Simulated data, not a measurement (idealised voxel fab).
voxel self aligned vias: a process module
Each square cell in cross-section cut measures 5 nm, and the section as a whole is 270 nm wide.
This document writes a cross-section as a grid whose cells are square, and gives it as bands, listed from the top down; one or more rows of cells form a band. Top, bottom (nm), then materials left to right with widths (nm); lone material tagged "full width" fills the whole band edge to edge; "empty" = empty space. The level at which height equals 0 is the one under which the wafer, as it arrives, is entirely one material. No lower edge exists for the bottom band, which continues downward and is notated as in "0 down". Width: "30->40" (first number = top row, second number = bottom row, same change from row to row of cells). Reading "nothing was modified" for a step: not a cell of the cross-section changed in it. "Fully sealed voids": empty spaces of 8 cells or more with no open way to the top, each given as width x height at distance, distance from the left edge, all in nm. That trailing text on a step's line, after the settings, is the simulator's own remark on the step. overlay nm: how far to the right of its planned place the mask lay on this masked step (negative: to the left).
**Planned step list for the process**
1: RECEIVE: material Si
2: CONFORMAL_DEP: material SiO2, thk nm 15
3: CONFORMAL_DEP: material SiCN, thk nm 5
4: DIRECTIONAL_DEP: material lowk, thk nm 25
5: MASKED_ETCH: tone open, mask id LINES, width nm 30, pitch nm 70, etch materials lowk, depth nm 25, overlay nm 0
6: CONFORMAL_DEP: material TiN, thk nm 5
7: FILL_DEP: material W, thk nm 10
8: CMP: height nm 45
9: SELECTIVE_ETCH: etch materials W Ru TiN, depth nm 5
10: FILL_DEP: material SiN, thk nm 10
11: CMP: height nm 45
12: DIRECTIONAL_DEP: material lowk, thk nm 15
13: DIRECTIONAL_DEP: material aC, thk nm 15
14: PATTERN: tone open, mask id VIAS, material resist, width nm 50, pitch nm 70, thk nm 30, overlay nm 0
15: DIRECTIONAL_ETCH: etch materials aC, depth nm 15
16: STRIP: etch materials resist
17: DIRECTIONAL_ETCH: etch materials lowk, depth nm 15
18: DIRECTIONAL_ETCH: etch materials SiN, depth nm 5
19: STRIP: etch materials aC
20: CONFORMAL_DEP: material TiN, thk nm 5
21: FILL_DEP: material W, thk nm 5
22: CMP: height nm 60
23: CONFORMAL_DEP: material SiN, thk nm 5
**Cross-section: wafer on arrival = after step 1**
> 0 down  Si full width
> Fully sealed voids: none
**The first of the two wafers as seen in cross-section once the module was finished; processing followed the plan**
> 65 to 60  SiN full width
> 60 to 50  lowk: 40; TiN: 5; W: 40; TiN: 5; lowk: 20; TiN: 5; W: 40; TiN: 5; lowk: 20; TiN: 5; W: 40; TiN: 5; lowk: 40
> 50 to 45  lowk: 40; TiN: 15; W: 20; TiN: 15; lowk: 20; TiN: 15; W: 20; TiN: 15; lowk: 20; TiN: 15; W: 20; TiN: 15; lowk: 40
> 45 to 40  lowk: 50; TiN: 30; lowk: 40; TiN: 30; lowk: 40; TiN: 30; lowk: 50
> 40 to 25  lowk: 50; TiN: 5; W: 20; TiN: 5; lowk: 40; TiN: 5; W: 20; TiN: 5; lowk: 40; TiN: 5; W: 20; TiN: 5; lowk: 50
> 25 to 20  lowk: 50; TiN: 30; lowk: 40; TiN: 30; lowk: 40; TiN: 30; lowk: 50
> 20 to 15  SiCN full width
> 15 to 0  SiO2 full width
> 0 down  Si full width
> Fully sealed voids: none
**What the second wafer looks like in cross-section once the module is done. Its start and its plan matched the first wafer's exactly; what differed was one mistake in how it was run**
> 70 to 65  SiN full width
> 65 to 60  TiN: 45; W: 40; TiN: 30; W: 40; TiN: 30; W: 40; TiN: 45
> 60 to 50  lowk: 40; TiN: 5; W: 40; TiN: 5; lowk: 20; TiN: 5; W: 40; TiN: 5; lowk: 20; TiN: 5; W: 40; TiN: 5; lowk: 40
> 50 to 45  lowk: 40; TiN: 15; W: 20; TiN: 15; lowk: 20; TiN: 15; W: 20; TiN: 15; lowk: 20; TiN: 15; W: 20; TiN: 15; lowk: 40
> 45 to 40  lowk: 50; TiN: 30; lowk: 40; TiN: 30; lowk: 40; TiN: 30; lowk: 50
> 40 to 25  lowk: 50; TiN: 5; W: 20; TiN: 5; lowk: 40; TiN: 5; W: 20; TiN: 5; lowk: 40; TiN: 5; W: 20; TiN: 5; lowk: 50
> 25 to 20  lowk: 50; TiN: 30; lowk: 40; TiN: 30; lowk: 40; TiN: 30; lowk: 50
> 20 to 15  SiCN full width
> 15 to 0  SiO2 full width
> 0 down  Si full width
> Fully sealed voids: none
Misprocessing identified: step 22 went in with a setting other than planned; the actual run was CMP: height nm 65
In the final state, the cell counts of the second wafer exceed or fall short of those of the first for the following materials: 30 more of TiN | 24 more of W
